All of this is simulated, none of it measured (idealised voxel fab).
process module | voxel air gaps
cross-section cut | 230 nm wide | cells 5 nm
A cross-section is a grid of square cells, given in bands from the top down. A band is one or more rows of cells.
Each band's line starts with the height of the band's top and of its bottom, in nm. Then come its materials from left to right, each with its width in nm. One material with "throughout" fills the band from edge to edge. "air" is empty space.
Height 0 is the level under which the wafer as received is all one material. The lowest band goes on downwards, as in "0 down".
A width such as "30 to 40" changes by the same amount from each row of cells to the next, from the band's top row to its bottom row.
"no change" after a step means that no cell of the cross-section changed.
closed voids: empty space of 8 cells or more with no open way to the top, each as width x height at its distance from the left edge, in nm
after a step's settings: what the simulator itself notes on the step
overlay nm, on a step with a mask: how far to the right of its planned place the mask lay; to the left if negative
plan
1 op RECEIVE | material Si
2 op CONFORMAL_DEP | material SiO2 | thk nm 10
3 op CONFORMAL_DEP | material SiN | thk nm 5
4 op DIRECTIONAL_DEP | material lowk | thk nm 40
5 op PATTERN | tone open | mask id LINES | material resist | width nm 20 | pitch nm 45 | thk nm 20 | overlay nm 0
6 op DIRECTIONAL_ETCH | etch materials lowk | depth nm 40
7 op STRIP | etch materials resist
8 op CONFORMAL_DEP | material TiN | thk nm 5
9 op FILL_DEP | material Ru | thk nm 5
10 op CMP | height nm 55
11 op EPI | material Ru | thk nm 10
12 op SELECTIVE_ETCH | etch materials lowk | depth nm 50
13 op CONFORMAL_DEP | material SiCN | thk nm 5
first wafer, as planned
as received, after step 1
  0 down: Si throughout
  closed voids: none
after step 2
  10 to 0: SiO2 throughout
  below 0: unchanged
after step 3
  15 to 10: SiN throughout
  below 10: unchanged
after step 4
  55 to 15: lowk throughout
  below 15: unchanged
after step 5
  75 to 55: resist 35 | air 20 | resist 25 | air 20 | resist 25 | air 20 | resist 25 | air 20 | resist 40
  below 55: unchanged
after step 6
  75 to 55: resist 35 | air 20 | resist 25 | air 20 | resist 25 | air 20 | resist 25 | air 20 | resist 40
  55 to 15: lowk 35 | air 20 | lowk 25 | air 20 | lowk 25 | air 20 | lowk 25 | air 20 | lowk 40
  below 15: unchanged
after step 7
  55 to 15: lowk 35 | air 20 | lowk 25 | air 20 | lowk 25 | air 20 | lowk 25 | air 20 | lowk 40
  below 15: unchanged
after step 8
  60 to 55: TiN 40 | air 10 | TiN 35 | air 10 | TiN 35 | air 10 | TiN 35 | air 10 | TiN 45
  55 to 20: lowk 35 | TiN 5 | air 10 | TiN 5 | lowk 25 | TiN 5 | air 10 | TiN 5 | lowk 25 | TiN 5 | air 10 | TiN 5 | lowk 25 | TiN 5 | air 10 | TiN 5 | lowk 40
  20 to 15: lowk 35 | TiN 20 | lowk 25 | TiN 20 | lowk 25 | TiN 20 | lowk 25 | TiN 20 | lowk 40
  below 15: unchanged
after step 9
  65 to 60: Ru throughout
  60 to 55: TiN 40 | Ru 10 | TiN 35 | Ru 10 | TiN 35 | Ru 10 | TiN 35 | Ru 10 | TiN 45
  55 to 20: lowk 35 | TiN 5 | Ru 10 | TiN 5 | lowk 25 | TiN 5 | Ru 10 | TiN 5 | lowk 25 | TiN 5 | Ru 10 | TiN 5 | lowk 25 | TiN 5 | Ru 10 | TiN 5 | lowk 40
  below 20: unchanged
after step 10
  55 to 20: lowk 35 | TiN 5 | Ru 10 | TiN 5 | lowk 25 | TiN 5 | Ru 10 | TiN 5 | lowk 25 | TiN 5 | Ru 10 | TiN 5 | lowk 25 | TiN 5 | Ru 10 | TiN 5 | lowk 40
  below 20: unchanged
after step 11
  65 to 55: air 25 | Ru 40 | air 5 | Ru 40 | air 5 | Ru 40 | air 5 | Ru 40 | air 30
  below 55: unchanged
after step 12
  65 to 55: air 25 | Ru 40 | air 5 | Ru 40 | air 5 | Ru 40 | air 5 | Ru 40 | air 30
  55 to 20: air 35 | TiN 5 | Ru 10 | TiN 5 | air 25 | TiN 5 | Ru 10 | TiN 5 | air 25 | TiN 5 | Ru 10 | TiN 5 | air 25 | TiN 5 | Ru 10 | TiN 5 | air 40
  20 to 15: air 35 | TiN 20 | air 25 | TiN 20 | air 25 | TiN 20 | air 25 | TiN 20 | air 40
  below 15: unchanged
after step 13
  70 to 65: air 20 | SiCN 185 | air 25
  65 to 55: air 20 | SiCN 5 | Ru 40 | SiCN 5 | Ru 40 | SiCN 5 | Ru 40 | SiCN 5 | Ru 40 | SiCN 5 | air 25
  55 to 50: air 20 | SiCN 15 | TiN 5 | Ru 10 | TiN 5 | SiCN 25 | TiN 5 | Ru 10 | TiN 5 | SiCN 25 | TiN 5 | Ru 10 | TiN 5 | SiCN 25 | TiN 5 | Ru 10 | TiN 5 | SiCN 15 | air 25
  50 to 20: air 30 | SiCN 5 | TiN 5 | Ru 10 | TiN 5 | SiCN 5 | air 15 | SiCN 5 | TiN 5 | Ru 10 | TiN 5 | SiCN 5 | air 15 | SiCN 5 | TiN 5 | Ru 10 | TiN 5 | SiCN 5 | air 15 | SiCN 5 | TiN 5 | Ru 10 | TiN 5 | SiCN 5 | air 35
  20 to 15: SiCN 35 | TiN 20 | SiCN 25 | TiN 20 | SiCN 25 | TiN 20 | SiCN 25 | TiN 20 | SiCN 40
  below 15: unchanged
  closed voids: 15 x 30 at 60; 15 x 30 at 105; 15 x 30 at 150
second wafer: like start, like plan, one mistake. Through step 4 it matches the first wafer
when step 5 should have ended
  75 to 55: resist 30 | air 30 | resist 15 | air 30 | resist 15 | air 30 | resist 15 | air 30 | resist 35
  below 55: unchanged
when step 6 should have ended
  75 to 55: resist 30 | air 30 | resist 15 | air 30 | resist 15 | air 30 | resist 15 | air 30 | resist 35
  55 to 15: lowk 30 | air 30 | lowk 15 | air 30 | lowk 15 | air 30 | lowk 15 | air 30 | lowk 35
  below 15: unchanged
when step 7 should have ended
  55 to 15: lowk 30 | air 30 | lowk 15 | air 30 | lowk 15 | air 30 | lowk 15 | air 30 | lowk 35
  below 15: unchanged
when step 8 should have ended
  60 to 55: TiN 35 | air 20 | TiN 25 | air 20 | TiN 25 | air 20 | TiN 25 | air 20 | TiN 40
  55 to 20: lowk 30 | TiN 5 | air 20 | TiN 5 | lowk 15 | TiN 5 | air 20 | TiN 5 | lowk 15 | TiN 5 | air 20 | TiN 5 | lowk 15 | TiN 5 | air 20 | TiN 5 | lowk 35
  20 to 15: lowk 30 | TiN 30 | lowk 15 | TiN 30 | lowk 15 | TiN 30 | lowk 15 | TiN 30 | lowk 35
  below 15: unchanged
when step 9 should have ended
  65 to 60: Ru throughout
  60 to 55: TiN 35 | Ru 20 | TiN 25 | Ru 20 | TiN 25 | Ru 20 | TiN 25 | Ru 20 | TiN 40
  55 to 20: lowk 30 | TiN 5 | Ru 20 | TiN 5 | lowk 15 | TiN 5 | Ru 20 | TiN 5 | lowk 15 | TiN 5 | Ru 20 | TiN 5 | lowk 15 | TiN 5 | Ru 20 | TiN 5 | lowk 35
  below 20: unchanged
when step 10 should have ended
  55 to 20: lowk 30 | TiN 5 | Ru 20 | TiN 5 | lowk 15 | TiN 5 | Ru 20 | TiN 5 | lowk 15 | TiN 5 | Ru 20 | TiN 5 | lowk 15 | TiN 5 | Ru 20 | TiN 5 | lowk 35
  below 20: unchanged
when step 11 should have ended
  65 to 55: air 20 | Ru 185 | air 25
  below 55: unchanged
when step 12 should have ended
  65 to 55: air 20 | Ru 185 | air 25
  55 to 20: air 30 | TiN 5 | Ru 20 | TiN 5 | lowk 15 | TiN 5 | Ru 20 | TiN 5 | lowk 15 | TiN 5 | Ru 20 | TiN 5 | lowk 15 | TiN 5 | Ru 20 | TiN 5 | air 35
  20 to 15: air 30 | TiN 30 | lowk 15 | TiN 30 | lowk 15 | TiN 30 | lowk 15 | TiN 30 | air 35
  below 15: unchanged
when step 13 should have ended
  70 to 65: air 15 | SiCN 195 | air 20
  65 to 55: air 15 | SiCN 5 | Ru 185 | SiCN 5 | air 20
  55 to 50: air 15 | SiCN 15 | TiN 5 | Ru 20 | TiN 5 | lowk 15 | TiN 5 | Ru 20 | TiN 5 | lowk 15 | TiN 5 | Ru 20 | TiN 5 | lowk 15 | TiN 5 | Ru 20 | TiN 5 | SiCN 15 | air 20
  50 to 20: air 25 | SiCN 5 | TiN 5 | Ru 20 | TiN 5 | lowk 15 | TiN 5 | Ru 20 | TiN 5 | lowk 15 | TiN 5 | Ru 20 | TiN 5 | lowk 15 | TiN 5 | Ru 20 | TiN 5 | SiCN 5 | air 30
  20 to 15: SiCN 30 | TiN 30 | lowk 15 | TiN 30 | lowk 15 | TiN 30 | lowk 15 | TiN 30 | SiCN 35
  below 15: unchanged
what went wrong: step 5 ran as: op PATTERN | tone open | mask id LINES | material resist | width nm 30 | pitch nm 45 | thk nm 20 | overlay nm 0
at the end the second wafer has, in cells: 66 more of Ru | 72 fewer of SiCN | 8 more of TiN | 72 more of lowk
closed voids at the end (first wafer, second wafer): 3, 0
